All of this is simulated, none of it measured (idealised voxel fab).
Herein follows the process module entitled voxel wiring stack.
cross-section cut | 215 nm wide | cells 5 nm
Cross-section layout: square cells on a grid; listed as bands, top to bottom; a band spans one or more cell rows.
The band entry comprises the height of the band's top followed by the height of its bottom, expressed in nm, and subsequently the band's materials from left to right, each stated together with its width in nm. Where a single material is marked with the word "everywhere", that material fills the band from edge to edge. The word "air" represents empty space.
The level at which height equals 0 is the one under which the wafer, as it arrives, is entirely one material. No lower edge exists for the bottom band, which continues downward and is notated as in "0..down".
The expression "30 to 40" gives the width at the extremes of the band, the first number at its top row of cells and the second at its bottom row, with the width changing by equal amounts from each row to the next in between.
Take "no alterations made" at face value: in the step it is given for, the cross-section changed in none of its cells.
Closed empty spaces (no open way to the top) of 8 cells or more are what "Enclosed cavities" lists, each as width x height at distance from the left edge, nm for all three.
Whatever follows a step's settings on its line is a remark the simulator itself makes about that step.
overlay nm: for a step with a mask, the amount by which the mask lay right of where it was planned; a negative amount means left of it.
Each pair below shows a cross-section before one step and the cross-section after it, down to the lowest band that changed. The line under each pair gives the step between them, with its settings. The pairs can come from different runs of this module on the same starting wafer, so a pair continues from the pair above only where its "State on entry" says so.
[State on entry]
* 50..45: SiO2 40 nm  air 15 nm  SiO2 85 nm  air 15 nm  SiO2 60 nm
* 45..40: SiO2 40 nm  Ru 15 nm  SiO2 85 nm  Ru 15 nm  SiO2 60 nm
* 40..35: SiCN 40 nm  Ru 15 nm  SiCN 85 nm  Ru 15 nm  SiCN 60 nm
* 35..15: SiO2 40 nm  TiN 5 nm  W 20 nm  TiN 5 nm  SiO2 20 nm  TiN 5 nm  W 20 nm  TiN 5 nm  SiO2 20 nm  TiN 5 nm  W 20 nm  TiN 5 nm  SiO2 45 nm
* 15..10: SiN 40 nm  TiN 30 nm  SiN 20 nm  TiN 30 nm  SiN 20 nm  TiN 30 nm  SiN 45 nm
* 10..0: SiO2 everywhere
* 0..down: Si everywhere
* Enclosed cavities: none
[State After Step]
* 55..50: air 35 nm  Ru 25 nm  air 75 nm  Ru 25 nm  air 55 nm
* 50..40: SiO2 40 nm  Ru 15 nm  SiO2 85 nm  Ru 15 nm  SiO2 60 nm
* Anything lower than 40 is untouched.
* Enclosed cavities: none
Upper to lower cross-section via EPI with material Ru, thk nm 10
State on entry: unchanged from the after cross-section in the pair immediately above; refer to that figure.
[State After Step]
* 60..50: air 30 nm  Ru 35 nm  air 65 nm  Ru 35 nm  air 50 nm
* Anything lower than 50 is untouched.
* Enclosed cavities: none
Upper to lower cross-section via EPI with material Ru, thk nm 5
State on entry: unchanged from the after cross-section in the pair immediately above; refer to that figure.
[State After Step]
* 65..60: air 30 nm  TiN 35 nm  air 65 nm  TiN 35 nm  air 50 nm
* 60..55: air 30 nm  Ru 35 nm  air 65 nm  Ru 35 nm  air 50 nm
* 55..50: TiN 30 nm  Ru 35 nm  TiN 65 nm  Ru 35 nm  TiN 50 nm
* Anything lower than 50 is untouched.
* Enclosed cavities: none
Upper to lower cross-section via DIRECTIONAL_DEP with material TiN, thk nm 5
State on entry: unchanged from the after cross-section in the pair immediately above; refer to that figure.
[State After Step]
* 90..80: air 30 nm  Ru 35 nm  air 65 nm  Ru 35 nm  air 50 nm
* 80..65: Ru everywhere
* 65..60: Ru 30 nm  TiN 35 nm  Ru 65 nm  TiN 35 nm  Ru 50 nm
* 60..55: Ru everywhere
* Anything lower than 55 is untouched.
* Enclosed cavities: none
Upper to lower cross-section via DIRECTIONAL_DEP with material Ru, thk nm 25
State on entry: unchanged from the after cross-section in the pair immediately above; refer to that figure.
[State After Step]
* 105..90: air 40 nm  resist 30 nm  air 20 nm  resist 30 nm  air 20 nm  resist 30 nm  air 45 nm
* 90..80: air 30 nm  Ru 35 nm  resist 5 nm  air 20 nm  resist 30 nm  air 10 nm  Ru 35 nm  resist 5 nm  air 45 nm
* Anything lower than 80 is untouched.
* Enclosed cavities: none
Upper to lower cross-section via PATTERN with tone cover, mask id METAL_2, material resist, width nm 30, pitch nm 50, thk nm 15, overlay nm 0
State on entry: unchanged from the after cross-section in the pair immediately above; refer to that figure.
[State After Step]
* 105..90: air 40 nm  resist 30 nm  air 20 nm  resist 30 nm  air 20 nm  resist 30 nm  air 45 nm
* 90..80: air 40 nm  Ru 25 nm  resist 5 nm  air 20 nm  resist 30 nm  air 20 nm  Ru 25 nm  resist 5 nm  air 45 nm
* 80..65: air 40 nm  Ru 30 nm  air 20 nm  Ru 30 nm  air 20 nm  Ru 30 nm  air 45 nm
* 65..60: air 30 nm  TiN 35 nm  Ru 5 nm  air 20 nm  Ru 30 nm  air 10 nm  TiN 35 nm  Ru 5 nm  air 45 nm
* 60..55: air 30 nm  Ru 40 nm  air 20 nm  Ru 30 nm  air 10 nm  Ru 40 nm  air 45 nm
* Anything lower than 55 is untouched.
* Enclosed cavities: none
Upper to lower cross-section via DIRECTIONAL_ETCH with etch materials Ru, depth nm 25
State on entry: unchanged from the after cross-section in the pair immediately above; refer to that figure.
[State After Step]
* 105..90: air 40 nm  resist 30 nm  air 20 nm  resist 30 nm  air 20 nm  resist 30 nm  air 45 nm
* 90..80: air 40 nm  Ru 25 nm  resist 5 nm  air 20 nm  resist 30 nm  air 20 nm  Ru 25 nm  resist 5 nm  air 45 nm
* 80..65: air 40 nm  Ru 30 nm  air 20 nm  Ru 30 nm  air 20 nm  Ru 30 nm  air 45 nm
* 65..60: air 40 nm  TiN 25 nm  Ru 5 nm  air 20 nm  Ru 30 nm  air 20 nm  TiN 25 nm  Ru 5 nm  air 45 nm
* 60..55: air 30 nm  Ru 40 nm  air 20 nm  Ru 30 nm  air 10 nm  Ru 40 nm  air 45 nm
* 55..50: air 30 nm  Ru 35 nm  TiN 5 nm  air 20 nm  TiN 30 nm  air 10 nm  Ru 35 nm  TiN 5 nm  air 45 nm
* Anything lower than 50 is untouched.
* Enclosed cavities: none
Upper to lower cross-section via DIRECTIONAL_ETCH with etch materials TiN, depth nm 5
State on entry: unchanged from the after cross-section in the pair immediately above; refer to that figure.
[State After Step]
* 90..80: air 40 nm  Ru 25 nm  air 75 nm  Ru 25 nm  air 50 nm
* Anything lower than 80 is untouched.
* Enclosed cavities: none
Upper to lower cross-section via STRIP with etch materials resist
State on entry: unchanged from the after cross-section in the pair immediately above; refer to that figure.
[State After Step]
* 95..90: air 35 nm  SiN 35 nm  air 65 nm  SiN 35 nm  air 45 nm
* 90..85: air 35 nm  SiN 5 nm  Ru 25 nm  SiN 5 nm  air 65 nm  SiN 5 nm  Ru 25 nm  SiN 5 nm  air 45 nm
* 85..80: air 35 nm  SiN 5 nm  Ru 25 nm  SiN 10 nm  air 10 nm  SiN 40 nm  air 10 nm  SiN 5 nm  Ru 25 nm  SiN 10 nm  air 40 nm
* 80..65: air 35 nm  SiN 5 nm  Ru 30 nm  SiN 5 nm  air 10 nm  SiN 5 nm  Ru 30 nm  SiN 5 nm  air 10 nm  SiN 5 nm  Ru 30 nm  SiN 5 nm  air 40 nm
* 65..60: air 25 nm  SiN 15 nm  TiN 25 nm  Ru 5 nm  SiN 5 nm  air 10 nm  SiN 5 nm  Ru 30 nm  SiN 20 nm  TiN 25 nm  Ru 5 nm  SiN 5 nm  air 40 nm
* 60..55: air 25 nm  SiN 5 nm  Ru 40 nm  SiN 5 nm  air 10 nm  SiN 5 nm  Ru 30 nm  SiN 10 nm  Ru 40 nm  SiN 5 nm  air 40 nm
* 55..50: SiN 30 nm  Ru 35 nm  TiN 5 nm  SiN 20 nm  TiN 30 nm  SiN 10 nm  Ru 35 nm  TiN 5 nm  SiN 45 nm
* Anything lower than 50 is untouched.
* Enclosed cavities: none
Upper to lower cross-section via CONFORMAL_DEP with material SiN, thk nm 5
State on entry: unchanged from the after cross-section in the pair immediately above; refer to that figure.
[State After Step]
* 100..95: SiO2 everywhere
* 95..90: SiO2 35 nm  SiN 35 nm  SiO2 65 nm  SiN 35 nm  SiO2 45 nm
* 90..85: SiO2 35 nm  SiN 5 nm  Ru 25 nm  SiN 5 nm  SiO2 65 nm  SiN 5 nm  Ru 25 nm  SiN 5 nm  SiO2 45 nm
* 85..80: SiO2 35 nm  SiN 5 nm  Ru 25 nm  SiN 10 nm  SiO2 10 nm  SiN 40 nm  SiO2 10 nm  SiN 5 nm  Ru 25 nm  SiN 10 nm  SiO2 40 nm
* 80..65: SiO2 35 nm  SiN 5 nm  Ru 30 nm  SiN 5 nm  SiO2 10 nm  SiN 5 nm  Ru 30 nm  SiN 5 nm  SiO2 10 nm  SiN 5 nm  Ru 30 nm  SiN 5 nm  SiO2 40 nm
* 65..60: SiO2 25 nm  SiN 15 nm  TiN 25 nm  Ru 5 nm  SiN 5 nm  SiO2 10 nm  SiN 5 nm  Ru 30 nm  SiN 20 nm  TiN 25 nm  Ru 5 nm  SiN 5 nm  SiO2 40 nm
* 60..55: SiO2 25 nm  SiN 5 nm  Ru 40 nm  SiN 5 nm  SiO2 10 nm  SiN 5 nm  Ru 30 nm  SiN 10 nm  Ru 40 nm  SiN 5 nm  SiO2 40 nm
* Anything lower than 55 is untouched.
* Enclosed cavities: none
Upper to lower cross-section via FILL_DEP with material SiO2, thk nm 5
State on entry: unchanged from the after cross-section in the pair immediately above; refer to that figure.
[State After Step]
* 80..65: SiO2 35 nm  SiN 5 nm  Ru 30 nm  SiN 5 nm  SiO2 10 nm  SiN 5 nm  Ru 30 nm  SiN 5 nm  SiO2 10 nm  SiN 5 nm  Ru 30 nm  SiN 5 nm  SiO2 40 nm
* Anything lower than 65 is untouched.
* Enclosed cavities: none
Upper to lower cross-section via CMP with height nm 80
State on entry: unchanged from the after cross-section in the pair immediately above; refer to that figure.
[State After Step]
* 85..80: SiCN everywhere
* Anything lower than 80 is untouched.
* Enclosed cavities: none
Upper to lower cross-section via CONFORMAL_DEP with material SiCN, thk nm 5
State on entry: unchanged from the after cross-section in the pair immediately above; refer to that figure.
[State After Step]
* 110..85: lowk everywhere
* Anything lower than 85 is untouched.
* Enclosed cavities: none
Upper to lower cross-section via DIRECTIONAL_DEP with material lowk, thk nm 25
State on entry: unchanged from the after cross-section in the pair immediately above; refer to that figure.
[State After Step]
* 120..110: aC everywhere
* Anything lower than 110 is untouched.
* Enclosed cavities: none
Upper to lower cross-section via DIRECTIONAL_DEP with material aC, thk nm 10
State on entry: unchanged from the after cross-section in the pair immediately above; refer to that figure.
[State After Step]
* 150..120: resist 40 nm  air 15 nm  resist 35 nm  air 15 nm  resist 35 nm  air 15 nm  resist 60 nm
* Anything lower than 120 is untouched.
* Enclosed cavities: none
Upper to lower cross-section via PATTERN with tone open, mask id METAL_3_HOLES, material resist, width nm 15, pitch nm 50, thk nm 30, overlay nm 0
State on entry: unchanged from the after cross-section in the pair immediately above; refer to that figure.
[State After Step]
* 140..120: resist 40 nm  air 15 nm  resist 35 nm  air 15 nm  resist 35 nm  air 15 nm  resist 60 nm
* 120..110: aC 40 nm  air 15 nm  aC 35 nm  air 15 nm  aC 35 nm  air 15 nm  aC 60 nm
* Anything lower than 110 is untouched.
* Enclosed cavities: none
Upper to lower cross-section via DIRECTIONAL_ETCH with etch materials aC, depth nm 10
State on entry: unchanged from the after cross-section in the pair immediately above; refer to that figure.
[State After Step]
* 120..110: aC 40 nm  air 15 nm  aC 35 nm  air 15 nm  aC 35 nm  air 15 nm  aC 60 nm
* Anything lower than 110 is untouched.
* Enclosed cavities: none
Upper to lower cross-section via STRIP with etch materials resist
State on entry: unchanged from the after cross-section in the pair immediately above; refer to that figure.
[State After Step]
* 120..110: aC 40 nm  air 15 nm  aC 35 nm  air 15 nm  aC 35 nm  air 15 nm  aC 60 nm
* 110..85: lowk 40 nm  air 15 nm  lowk 35 nm  air 15 nm  lowk 35 nm  air 15 nm  lowk 60 nm
* Anything lower than 85 is untouched.
* Enclosed cavities: none
Upper to lower cross-section via DIRECTIONAL_ETCH with etch materials lowk, depth nm 25
State on entry: unchanged from the after cross-section in the pair immediately above; refer to that figure.
[State After Step]
* 110..85: lowk 40 nm  air 15 nm  lowk 35 nm  air 15 nm  lowk 35 nm  air 15 nm  lowk 60 nm
* Anything lower than 85 is untouched.
* Enclosed cavities: none
Upper to lower cross-section via STRIP with etch materials aC
State on entry: unchanged from the after cross-section in the pair immediately above; refer to that figure.
[State After Step]
* 125..110: aC 40 nm  air 15 nm  aC 35 nm  air 15 nm  aC 35 nm  air 15 nm  aC 60 nm
* 110..100: lowk 40 nm  air 15 nm  lowk 35 nm  air 15 nm  lowk 35 nm  air 15 nm  lowk 60 nm
* 100..85: lowk 40 nm  aC 15 nm  lowk 35 nm  aC 15 nm  lowk 35 nm  aC 15 nm  lowk 60 nm
* Anything lower than 85 is untouched.
* Enclosed cavities: none
Upper to lower cross-section via DIRECTIONAL_DEP with material aC, thk nm 15
State on entry: unchanged from the after cross-section in the pair immediately above; refer to that figure.
[State After Step]
* 160..125: resist 40 nm  air 30 nm  resist 20 nm  air 30 nm  resist 20 nm  air 30 nm  resist 45 nm
* Anything lower than 125 is untouched.
* Enclosed cavities: none
Upper to lower cross-section via PATTERN with tone open, mask id METAL_3, material resist, width nm 30, pitch nm 50, thk nm 35, overlay nm 0
State on entry: unchanged from the after cross-section in the pair immediately above; refer to that figure.
[State After Step]
* 145..125: resist 40 nm  air 30 nm  resist 20 nm  air 30 nm  resist 20 nm  air 30 nm  resist 45 nm
* 125..110: aC 40 nm  air 30 nm  aC 20 nm  air 30 nm  aC 20 nm  air 30 nm  aC 45 nm
* 110..85: lowk 40 nm  air 15 nm  lowk 35 nm  air 15 nm  lowk 35 nm  air 15 nm  lowk 60 nm
* Anything lower than 85 is untouched.
* Enclosed cavities: none
Upper to lower cross-section via DIRECTIONAL_ETCH with etch materials aC, depth nm 15
State on entry: unchanged from the after cross-section in the pair immediately above; refer to that figure.
[State After Step]
* 125..110: aC 40 nm  air 30 nm  aC 20 nm  air 30 nm  aC 20 nm  air 30 nm  aC 45 nm
* Anything lower than 110 is untouched.
* Enclosed cavities: none
Upper to lower cross-section via STRIP with etch materials resist
State on entry: unchanged from the after cross-section in the pair immediately above; refer to that figure.
[State After Step]
* 125..110: aC 40 nm  air 30 nm  aC 20 nm  air 30 nm  aC 20 nm  air 30 nm  aC 45 nm
* 110..95: lowk 40 nm  air 30 nm  lowk 20 nm  air 30 nm  lowk 20 nm  air 30 nm  lowk 45 nm
* Anything lower than 95 is untouched.
* Enclosed cavities: none
Upper to lower cross-section via DIRECTIONAL_ETCH with etch materials lowk, depth nm 15
State on entry: unchanged from the after cross-section in the pair immediately above; refer to that figure.
[State After Step]
* 125..110: aC 40 nm  air 30 nm  aC 20 nm  air 30 nm  aC 20 nm  air 30 nm  aC 45 nm
* 110..95: lowk 40 nm  air 30 nm  lowk 20 nm  air 30 nm  lowk 20 nm  air 30 nm  lowk 45 nm
* 95..85: lowk 40 nm  air 15 nm  lowk 35 nm  air 15 nm  lowk 35 nm  air 15 nm  lowk 60 nm
* 85..80: SiCN 40 nm  air 15 nm  SiCN 35 nm  air 15 nm  SiCN 35 nm  air 15 nm  SiCN 60 nm
* Anything lower than 80 is untouched.
* Enclosed cavities: none
Upper to lower cross-section via DIRECTIONAL_ETCH with etch materials SiCN, depth nm 5
State on entry: unchanged from the after cross-section in the pair immediately above; refer to that figure.
[State After Step]
* 110..95: lowk 40 nm  air 30 nm  lowk 20 nm  air 30 nm  lowk 20 nm  air 30 nm  lowk 45 nm
* Anything lower than 95 is untouched.
* Enclosed cavities: none
Upper to lower cross-section via STRIP with etch materials aC
State on entry: unchanged from the after cross-section in the pair immediately above; refer to that figure.
[State After Step]
* 115..110: TiN 45 nm  air 20 nm  TiN 30 nm  air 20 nm  TiN 30 nm  air 20 nm  TiN 50 nm
* 110..100: lowk 40 nm  TiN 5 nm  air 20 nm  TiN 5 nm  lowk 20 nm  TiN 5 nm  air 20 nm  TiN 5 nm  lowk 20 nm  TiN 5 nm  air 20 nm  TiN 5 nm  lowk 45 nm
* 100..95: lowk 40 nm  TiN 5 nm  air 5 nm  TiN 20 nm  lowk 20 nm  TiN 5 nm  air 5 nm  TiN 20 nm  lowk 20 nm  TiN 5 nm  air 5 nm  TiN 20 nm  lowk 45 nm
* 95..85: lowk 40 nm  TiN 5 nm  air 5 nm  TiN 5 nm  lowk 35 nm  TiN 5 nm  air 5 nm  TiN 5 nm  lowk 35 nm  TiN 5 nm  air 5 nm  TiN 5 nm  lowk 60 nm
* 85..80: SiCN 40 nm  TiN 15 nm  SiCN 35 nm  TiN 15 nm  SiCN 35 nm  TiN 15 nm  SiCN 60 nm
* Anything lower than 80 is untouched.
* Enclosed cavities: none
Upper to lower cross-section via CONFORMAL_DEP with material TiN, thk nm 5
State on entry: unchanged from the after cross-section in the pair immediately above; refer to that figure.
[State After Step]
* 125..115: Cu everywhere
* 115..110: TiN 45 nm  Cu 20 nm  TiN 30 nm  Cu 20 nm  TiN 30 nm  Cu 20 nm  TiN 50 nm
* 110..100: lowk 40 nm  TiN 5 nm  Cu 20 nm  TiN 5 nm  lowk 20 nm  TiN 5 nm  Cu 20 nm  TiN 5 nm  lowk 20 nm  TiN 5 nm  Cu 20 nm  TiN 5 nm  lowk 45 nm
* 100..95: lowk 40 nm  TiN 5 nm  Cu 5 nm  TiN 20 nm  lowk 20 nm  TiN 5 nm  Cu 5 nm  TiN 20 nm  lowk 20 nm  TiN 5 nm  Cu 5 nm  TiN 20 nm  lowk 45 nm
* 95..85: lowk 40 nm  TiN 5 nm  Cu 5 nm  TiN 5 nm  lowk 35 nm  TiN 5 nm  Cu 5 nm  TiN 5 nm  lowk 35 nm  TiN 5 nm  Cu 5 nm  TiN 5 nm  lowk 60 nm
* Anything lower than 85 is untouched.
* Enclosed cavities: none
Upper to lower cross-section via FILL_DEP with material Cu, thk nm 10
State on entry: unchanged from the after cross-section in the pair immediately above; refer to that figure.
[State After Step]
* 110..100: lowk 40 nm  TiN 5 nm  Cu 20 nm  TiN 5 nm  lowk 20 nm  TiN 5 nm  Cu 20 nm  TiN 5 nm  lowk 20 nm  TiN 5 nm  Cu 20 nm  TiN 5 nm  lowk 45 nm
* Anything lower than 100 is untouched.
* Enclosed cavities: none
Upper to lower cross-section via CMP with height nm 110
State on entry: unchanged from the after cross-section in the pair immediately above; refer to that figure.
[State After Step]
* 115..110: SiCN everywhere
* Anything lower than 110 is untouched.
* Enclosed cavities: none
Upper to lower cross-section via CONFORMAL_DEP with material SiCN, thk nm 5
State on entry: unchanged from the after cross-section in the pair immediately above; refer to that figure.
[State After Step]
* 130..115: lowk everywhere
* Anything lower than 115 is untouched.
* Enclosed cavities: none
Upper to lower cross-section via DIRECTIONAL_DEP with material lowk, thk nm 15
State on entry: unchanged from the after cross-section in the pair immediately above; refer to that figure.
[State After Step]
* 150..130: resist 40 nm  air 15 nm  resist 35 nm  air 15 nm  resist 35 nm  air 15 nm  resist 60 nm
* Anything lower than 130 is untouched.
* Enclosed cavities: none
Upper to lower cross-section via PATTERN with tone open, mask id PLUG_3, material resist, width nm 15, pitch nm 50, thk nm 20, overlay nm 0
State on entry: unchanged from the after cross-section in the pair immediately above; refer to that figure.
[State After Step]
* 150..130: resist 40 nm  air 15 nm  resist 35 nm  air 15 nm  resist 35 nm  air 15 nm  resist 60 nm
* 130..115: lowk 40 nm  air 15 nm  lowk 35 nm  air 15 nm  lowk 35 nm  air 15 nm  lowk 60 nm
* Anything lower than 115 is untouched.
* Enclosed cavities: none
Upper to lower cross-section via DIRECTIONAL_ETCH with etch materials lowk, depth nm 15
State on entry: unchanged from the after cross-section in the pair immediately above; refer to that figure.
[State After Step]
* 150..130: resist 40 nm  air 15 nm  resist 35 nm  air 15 nm  resist 35 nm  air 15 nm  resist 60 nm
* 130..115: lowk 40 nm  air 15 nm  lowk 35 nm  air 15 nm  lowk 35 nm  air 15 nm  lowk 60 nm
* 115..110: SiCN 40 nm  air 15 nm  SiCN 35 nm  air 15 nm  SiCN 35 nm  air 15 nm  SiCN 60 nm
* Anything lower than 110 is untouched.
* Enclosed cavities: none
Upper to lower cross-section via DIRECTIONAL_ETCH with etch materials SiCN, depth nm 5
State on entry: unchanged from the after cross-section in the pair immediately above; refer to that figure.
[State After Step]
* 130..115: lowk 40 nm  air 15 nm  lowk 35 nm  air 15 nm  lowk 35 nm  air 15 nm  lowk 60 nm
* Anything lower than 115 is untouched.
* Enclosed cavities: none
Upper to lower cross-section via STRIP with etch materials resist
State on entry: unchanged from the after cross-section in the pair immediately above; refer to that figure.
[State After Step]
* 135..130: TiN 45 nm  air 5 nm  TiN 45 nm  air 5 nm  TiN 45 nm  air 5 nm  TiN 65 nm
* 130..115: lowk 40 nm  TiN 5 nm  air 5 nm  TiN 5 nm  lowk 35 nm  TiN 5 nm  air 5 nm  TiN 5 nm  lowk 35 nm  TiN 5 nm  air 5 nm  TiN 5 nm  lowk 60 nm
* 115..110: SiCN 40 nm  TiN 15 nm  SiCN 35 nm  TiN 15 nm  SiCN 35 nm  TiN 15 nm  SiCN 60 nm
* Anything lower than 110 is untouched.
* Enclosed cavities: none
Upper to lower cross-section via CONFORMAL_DEP with material TiN, thk nm 5
State on entry: unchanged from the after cross-section in the pair immediately above; refer to that figure.
[State After Step]
* 140..135: Ru everywhere
* 135..130: TiN 45 nm  Ru 5 nm  TiN 45 nm  Ru 5 nm  TiN 45 nm  Ru 5 nm  TiN 65 nm
* 130..115: lowk 40 nm  TiN 5 nm  Ru 5 nm  TiN 5 nm  lowk 35 nm  TiN 5 nm  Ru 5 nm  TiN 5 nm  lowk 35 nm  TiN 5 nm  Ru 5 nm  TiN 5 nm  lowk 60 nm
* Anything lower than 115 is untouched.
* Enclosed cavities: none
Upper to lower cross-section via FILL_DEP with material Ru, thk nm 5
State on entry: unchanged from the after cross-section in the pair immediately above; refer to that figure.
[State After Step]
* 130..115: lowk 40 nm  TiN 5 nm  Ru 5 nm  TiN 5 nm  lowk 35 nm  TiN 5 nm  Ru 5 nm  TiN 5 nm  lowk 35 nm  TiN 5 nm  Ru 5 nm  TiN 5 nm  lowk 60 nm
* Anything lower than 115 is untouched.
* Enclosed cavities: none
Upper to lower cross-section via CMP with height nm 130
State on entry: unchanged from the after cross-section in the pair immediately above; refer to that figure.
[State After Step]
* 135..130: SiCN everywhere
* Anything lower than 130 is untouched.
* Enclosed cavities: none
Upper to lower cross-section via CONFORMAL_DEP with material SiCN, thk nm 5
State on entry: unchanged from the after cross-section in the pair immediately above; refer to that figure.
[State After Step]
* 160..135: SiO2 everywhere
* Anything lower than 135 is untouched.
* Enclosed cavities: none
Upper to lower cross-section via DIRECTIONAL_DEP with material SiO2, thk nm 25
State on entry: unchanged from the after cross-section in the pair immediately above; refer to that figure.
[State After Step]
* 160..135: SiO2 40 nm  air 30 nm  SiO2 20 nm  air 30 nm  SiO2 20 nm  air 30 nm  SiO2 45 nm
* Anything lower than 135 is untouched.
* Enclosed cavities: none
Upper to lower cross-section via MASKED_ETCH with tone open, mask id METAL_4, width nm 30, pitch nm 50, etch materials SiO2, depth nm 25, overlay nm 0
State on entry: unchanged from the after cross-section in the pair immediately above; refer to that figure.
[State After Step]
* 160..135: SiO2 40 nm  air 30 nm  SiO2 20 nm  air 30 nm  SiO2 20 nm  air 30 nm  SiO2 45 nm
* 135..130: SiCN 40 nm  air 30 nm  SiCN 20 nm  air 30 nm  SiCN 20 nm  air 30 nm  SiCN 45 nm
* Anything lower than 130 is untouched.
* Enclosed cavities: none
Upper to lower cross-section via MASKED_ETCH with tone open, mask id METAL_4, width nm 30, pitch nm 50, etch materials SiCN, depth nm 5, overlay nm 0
State on entry: unchanged from the after cross-section in the pair immediately above; refer to that figure.
[State After Step]
* 165..160: TiN 45 nm  air 20 nm  TiN 30 nm  air 20 nm  TiN 30 nm  air 20 nm  TiN 50 nm
* 160..135: SiO2 40 nm  TiN 5 nm  air 20 nm  TiN 5 nm  SiO2 20 nm  TiN 5 nm  air 20 nm  TiN 5 nm  SiO2 20 nm  TiN 5 nm  air 20 nm  TiN 5 nm  SiO2 45 nm
* 135..130: SiCN 40 nm  TiN 30 nm  SiCN 20 nm  TiN 30 nm  SiCN 20 nm  TiN 30 nm  SiCN 45 nm
* Anything lower than 130 is untouched.
* Enclosed cavities: none
Upper to lower cross-section via CONFORMAL_DEP with material TiN, thk nm 5
State on entry: unchanged from the after cross-section in the pair immediately above; refer to that figure.
[State After Step]
* 175..165: Cu everywhere
* 165..160: TiN 45 nm  Cu 20 nm  TiN 30 nm  Cu 20 nm  TiN 30 nm  Cu 20 nm  TiN 50 nm
* 160..135: SiO2 40 nm  TiN 5 nm  Cu 20 nm  TiN 5 nm  SiO2 20 nm  TiN 5 nm  Cu 20 nm  TiN 5 nm  SiO2 20 nm  TiN 5 nm  Cu 20 nm  TiN 5 nm  SiO2 45 nm
* Anything lower than 135 is untouched.
* Enclosed cavities: none
Upper to lower cross-section via FILL_DEP with material Cu, thk nm 10
State on entry: unchanged from the after cross-section in the pair immediately above; refer to that figure.
[State After Step]
* 160..135: SiO2 40 nm  TiN 5 nm  Cu 20 nm  TiN 5 nm  SiO2 20 nm  TiN 5 nm  Cu 20 nm  TiN 5 nm  SiO2 20 nm  TiN 5 nm  Cu 20 nm  TiN 5 nm  SiO2 45 nm
* Anything lower than 135 is untouched.
* Enclosed cavities: none
Upper to lower cross-section via CMP with height nm 160
State on entry: unchanged from the after cross-section in the pair immediately above; refer to that figure.
[State After Step]
* 165..160: air 35 nm  Ru 40 nm  air 10 nm  Ru 40 nm  air 10 nm  Ru 40 nm  air 40 nm
* Anything lower than 160 is untouched.
* Enclosed cavities: none
Upper to lower cross-section via EPI with material Ru, thk nm 5
State on entry: unchanged from the after cross-section in the pair immediately above; refer to that figure.
[State After Step]
* 170..165: SiCN everywhere
* 165..160: SiCN 35 nm  Ru 40 nm  SiCN 10 nm  Ru 40 nm  SiCN 10 nm  Ru 40 nm  SiCN 40 nm
* Anything lower than 160 is untouched.
* Enclosed cavities: none
Upper to lower cross-section via FILL_DEP with material SiCN, thk nm 5
[State on entry]
* 80..55: SiO2 35 nm  SiN 5 nm  Ru 30 nm  SiN 5 nm  SiO2 10 nm  SiN 5 nm  Ru 30 nm  SiN 5 nm  SiO2 10 nm  SiN 5 nm  Ru 30 nm  SiN 5 nm  SiO2 40 nm
* 55..50: SiN 40 nm  TiN 30 nm  SiN 20 nm  TiN 30 nm  SiN 20 nm  TiN 30 nm  SiN 45 nm
* 50..40: SiO2 40 nm  Ru 15 nm  SiO2 85 nm  Ru 15 nm  SiO2 60 nm
* 40..35: SiCN 40 nm  Ru 15 nm  SiCN 85 nm  Ru 15 nm  SiCN 60 nm
* 35..15: SiO2 40 nm  TiN 5 nm  W 20 nm  TiN 5 nm  SiO2 20 nm  TiN 5 nm  W 20 nm  TiN 5 nm  SiO2 20 nm  TiN 5 nm  W 20 nm  TiN 5 nm  SiO2 45 nm
* 15..10: SiN 40 nm  TiN 30 nm  SiN 20 nm  TiN 30 nm  SiN 20 nm  TiN 30 nm  SiN 45 nm
* 10..0: SiO2 everywhere
* 0..down: Si everywhere
* Enclosed cavities: none
[State After Step]
* 105..80: lowk everywhere
* Anything lower than 80 is untouched.
* Enclosed cavities: none
Upper to lower cross-section via DIRECTIONAL_DEP with material lowk, thk nm 25
State on entry: unchanged from the after cross-section in the pair immediately above; refer to that figure.
[State After Step]
* 110..105: SiCN everywhere
* Anything lower than 105 is untouched.
* Enclosed cavities: none
Upper to lower cross-section via CONFORMAL_DEP with material SiCN, thk nm 5
State on entry: unchanged from the after cross-section in the pair immediately above; refer to that figure.
[State After Step]
* 120..110: aC everywhere
* Anything lower than 110 is untouched.
* Enclosed cavities: none
Upper to lower cross-section via DIRECTIONAL_DEP with material aC, thk nm 10
State on entry: unchanged from the after cross-section in the pair immediately above; refer to that figure.
[State After Step]
* 150..120: resist 40 nm  air 15 nm  resist 35 nm  air 15 nm  resist 35 nm  air 15 nm  resist 60 nm
* Anything lower than 120 is untouched.
* Enclosed cavities: none
Upper to lower cross-section via PATTERN with tone open, mask id METAL_3_HOLES, material resist, width nm 15, pitch nm 50, thk nm 30, overlay nm 0
State on entry: unchanged from the after cross-section in the pair immediately above; refer to that figure.
[State After Step]
* 140..120: resist 40 nm  air 15 nm  resist 35 nm  air 15 nm  resist 35 nm  air 15 nm  resist 60 nm
* 120..110: aC 40 nm  air 15 nm  aC 35 nm  air 15 nm  aC 35 nm  air 15 nm  aC 60 nm
* Anything lower than 110 is untouched.
* Enclosed cavities: none
Upper to lower cross-section via DIRECTIONAL_ETCH with etch materials aC, depth nm 10
State on entry: unchanged from the after cross-section in the pair immediately above; refer to that figure.
[State After Step]
* 120..110: aC 40 nm  air 15 nm  aC 35 nm  air 15 nm  aC 35 nm  air 15 nm  aC 60 nm
* Anything lower than 110 is untouched.
* Enclosed cavities: none
Upper to lower cross-section via STRIP with etch materials resist
State on entry: unchanged from the after cross-section in the pair immediately above; refer to that figure.
[State After Step]
* 110..105: SiCN everywhere
* Anything lower than 105 is untouched.
* Enclosed cavities: none
Upper to lower cross-section via STRIP with etch materials aC
State on entry: unchanged from the after cross-section in the pair immediately above; refer to that figure.
[State After Step]
* 125..110: aC everywhere
* Anything lower than 110 is untouched.
* Enclosed cavities: none
Upper to lower cross-section via DIRECTIONAL_DEP with material aC, thk nm 15
State on entry: unchanged from the after cross-section in the pair immediately above; refer to that figure.
[State After Step]
* 160..125: resist 40 nm  air 30 nm  resist 20 nm  air 30 nm  resist 20 nm  air 30 nm  resist 45 nm
* Anything lower than 125 is untouched.
* Enclosed cavities: none
Upper to lower cross-section via PATTERN with tone open, mask id METAL_3, material resist, width nm 30, pitch nm 50, thk nm 35, overlay nm 0
State on entry: unchanged from the after cross-section in the pair immediately above; refer to that figure.
[State After Step]
* 145..125: resist 40 nm  air 30 nm  resist 20 nm  air 30 nm  resist 20 nm  air 30 nm  resist 45 nm
* 125..110: aC 40 nm  air 30 nm  aC 20 nm  air 30 nm  aC 20 nm  air 30 nm  aC 45 nm
* Anything lower than 110 is untouched.
* Enclosed cavities: none
Upper to lower cross-section via DIRECTIONAL_ETCH with etch materials aC, depth nm 15
